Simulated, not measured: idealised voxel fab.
voxel trench capacitor: a process module
The figure presents cross-section cut, which has a width of 295 nm and is divided into square cells with an edge length of 5 nm.
Notation: cross-section as square-cell grid; stated in bands, top first, going down; one or more cell rows per band. Each band's line starts with the height of the band's top and of its bottom, in nm. Then come its materials from left to right, each with its width in nm. One material with "everywhere" fills the band from edge to edge. "empty" is empty space. The level at which height equals 0 is the one under which the wafer, as it arrives, is entirely one material. No lower edge exists for the bottom band, which continues downward and is notated as in "top 0, no bottom". It should be noted that a width expressed as "30..40" varies in equal increments from row to row of cells within the band, taking the value of the first number at the top row and that of the second number at the bottom row. Take "nothing was modified" at face value: in the step it is given for, the cross-section changed in none of its cells. If an empty space has no open way to the top and is at least 8 cells in size, "Enclosed internal cavities" lists it, written width x height at distance, where distance is measured from the left edge and every value is in nm. Heads up: the bit after the settings on a step's line is the simulator's remark on that step. overlay nm, on a step with a mask: how far to the right of its planned place the mask lay; to the left if negative.
STEPS IN THE PROCESS PLAN
1: RECEIVE: material Si
2: CONFORMAL_DEP: material SiN, thk nm 5
3: MASKED_ETCH: tone open, mask id TRENCH, width nm 20, pitch nm 50, etch materials SiN, depth nm 5, overlay nm 0
4: MASKED_ETCH: tone open, mask id TRENCH, width nm 20, pitch nm 50, etch materials Si, depth nm 30, overlay nm 0
5: CONFORMAL_DEP: material SiO2, thk nm 5
6: FILL_DEP: material polySi, thk nm 10
7: CMP: height nm 5
THE FIRST OF THE TWO WAFERS, WHICH RAN AS PLANNED
RECEIVED-STATE CROSS-SECTION, REFLECTING COMPLETION OF STEP 1
	top 0, no bottom | Si everywhere
	Enclosed internal cavities: none
HOW THE WAFER STANDS IN SECTION AFTER STEP 2
	top 5, bottom 0 | SiN everywhere
	For the remainder of the cross-section, below 0, there is no change.
HOW THE WAFER STANDS IN SECTION AFTER STEP 3
	top 5, bottom 0 | SiN=85 | empty=20 | SiN=30 | empty=20 | SiN=30 | empty=20 | SiN=90
	For the remainder of the cross-section, below 0, there is no change.
HOW THE WAFER STANDS IN SECTION AFTER STEP 4
	top 5, bottom 0 | SiN=85 | empty=20 | SiN=30 | empty=20 | SiN=30 | empty=20 | SiN=90
	top 0, bottom -30 | Si=85 | empty=20 | Si=30 | empty=20 | Si=30 | empty=20 | Si=90
	For the remainder of the cross-section, below -30, there is no change.
HOW THE WAFER STANDS IN SECTION AFTER STEP 5
	top 10, bottom 5 | SiO2=90 | empty=10 | SiO2=40 | empty=10 | SiO2=40 | empty=10 | SiO2=95
	top 5, bottom 0 | SiN=85 | SiO2=5 | empty=10 | SiO2=5 | SiN=30 | SiO2=5 | empty=10 | SiO2=5 | SiN=30 | SiO2=5 | empty=10 | SiO2=5 | SiN=90
	top 0, bottom -25 | Si=85 | SiO2=5 | empty=10 | SiO2=5 | Si=30 | SiO2=5 | empty=10 | SiO2=5 | Si=30 | SiO2=5 | empty=10 | SiO2=5 | Si=90
	top -25, bottom -30 | Si=85 | SiO2=20 | Si=30 | SiO2=20 | Si=30 | SiO2=20 | Si=90
	For the remainder of the cross-section, below -30, there is no change.
HOW THE WAFER STANDS IN SECTION AFTER STEP 6
	top 20, bottom 10 | polySi everywhere
	top 10, bottom 5 | SiO2=90 | polySi=10 | SiO2=40 | polySi=10 | SiO2=40 | polySi=10 | SiO2=95
	top 5, bottom 0 | SiN=85 | SiO2=5 | polySi=10 | SiO2=5 | SiN=30 | SiO2=5 | polySi=10 | SiO2=5 | SiN=30 | SiO2=5 | polySi=10 | SiO2=5 | SiN=90
	top 0, bottom -25 | Si=85 | SiO2=5 | polySi=10 | SiO2=5 | Si=30 | SiO2=5 | polySi=10 | SiO2=5 | Si=30 | SiO2=5 | polySi=10 | SiO2=5 | Si=90
	For the remainder of the cross-section, below -25, there is no change.
HOW THE WAFER STANDS IN SECTION AFTER STEP 7
	top 5, bottom 0 | SiN=85 | SiO2=5 | polySi=10 | SiO2=5 | SiN=30 | SiO2=5 | polySi=10 | SiO2=5 | SiN=30 | SiO2=5 | polySi=10 | SiO2=5 | SiN=90
	For the remainder of the cross-section, below 0, there is no change.
WAFER TWO OF TWO - SAME STARTING POINT, SAME PROCESS PLAN, ONE MISTAKE IN EXECUTION; MATCHES WAFER ONE UP TO AND INCLUDING STEP 2
THE SECOND WAFER CUT THROUGH, AT THE TIME STEP 3 WAS SUPPOSED TO BE FINISHED
	top 5, bottom 0 | SiN=90 | empty=15 | SiN=35 | empty=15 | SiN=35 | empty=15 | SiN=90
	For the remainder of the cross-section, below 0, there is no change.
THE SECOND WAFER CUT THROUGH, AT THE TIME STEP 4 WAS SUPPOSED TO BE FINISHED
	top 5, bottom 0 | SiN=90 | empty=15 | SiN=35 | empty=15 | SiN=35 | empty=15 | SiN=90
	top 0, bottom -30 | Si=90 | empty=15 | Si=35 | empty=15 | Si=35 | empty=15 | Si=90
	For the remainder of the cross-section, below -30, there is no change.
THE SECOND WAFER CUT THROUGH, AT THE TIME STEP 5 WAS SUPPOSED TO BE FINISHED
	top 10, bottom 5 | SiO2=95 | empty=5 | SiO2=45 | empty=5 | SiO2=45 | empty=5 | SiO2=95
	top 5, bottom 0 | SiN=90 | SiO2=5 | empty=5 | SiO2=5 | SiN=35 | SiO2=5 | empty=5 | SiO2=5 | SiN=35 | SiO2=5 | empty=5 | SiO2=5 | SiN=90
	top 0, bottom -25 | Si=90 | SiO2=5 | empty=5 | SiO2=5 | Si=35 | SiO2=5 | empty=5 | SiO2=5 | Si=35 | SiO2=5 | empty=5 | SiO2=5 | Si=90
	top -25, bottom -30 | Si=90 | SiO2=15 | Si=35 | SiO2=15 | Si=35 | SiO2=15 | Si=90
	For the remainder of the cross-section, below -30, there is no change.
THE SECOND WAFER CUT THROUGH, AT THE TIME STEP 6 WAS SUPPOSED TO BE FINISHED
	top 20, bottom 10 | polySi everywhere
	top 10, bottom 5 | SiO2=95 | polySi=5 | SiO2=45 | polySi=5 | SiO2=45 | polySi=5 | SiO2=95
	top 5, bottom 0 | SiN=90 | SiO2=5 | polySi=5 | SiO2=5 | SiN=35 | SiO2=5 | polySi=5 | SiO2=5 | SiN=35 | SiO2=5 | polySi=5 | SiO2=5 | SiN=90
	top 0, bottom -25 | Si=90 | SiO2=5 | polySi=5 | SiO2=5 | Si=35 | SiO2=5 | polySi=5 | SiO2=5 | Si=35 | SiO2=5 | polySi=5 | SiO2=5 | Si=90
	For the remainder of the cross-section, below -25, there is no change.
THE SECOND WAFER CUT THROUGH, AT THE TIME STEP 7 WAS SUPPOSED TO BE FINISHED
	top 5, bottom 0 | SiN=90 | SiO2=5 | polySi=5 | SiO2=5 | SiN=35 | SiO2=5 | polySi=5 | SiO2=5 | SiN=35 | SiO2=5 | polySi=5 | SiO2=5 | SiN=90
	For the remainder of the cross-section, below 0, there is no change.
In executing the process, a mistake was made relative to the plan: step 3, actual vs plan mismatch, actual run MASKED_ETCH: tone open, mask id TRENCH, width nm 15, pitch nm 50, etch materials SiN, depth nm 5, overlay nm 0
Final wafer comparison in cells, second versus first, more or fewer per material: Si +18, SiN +3, SiO2 -3, polySi -18
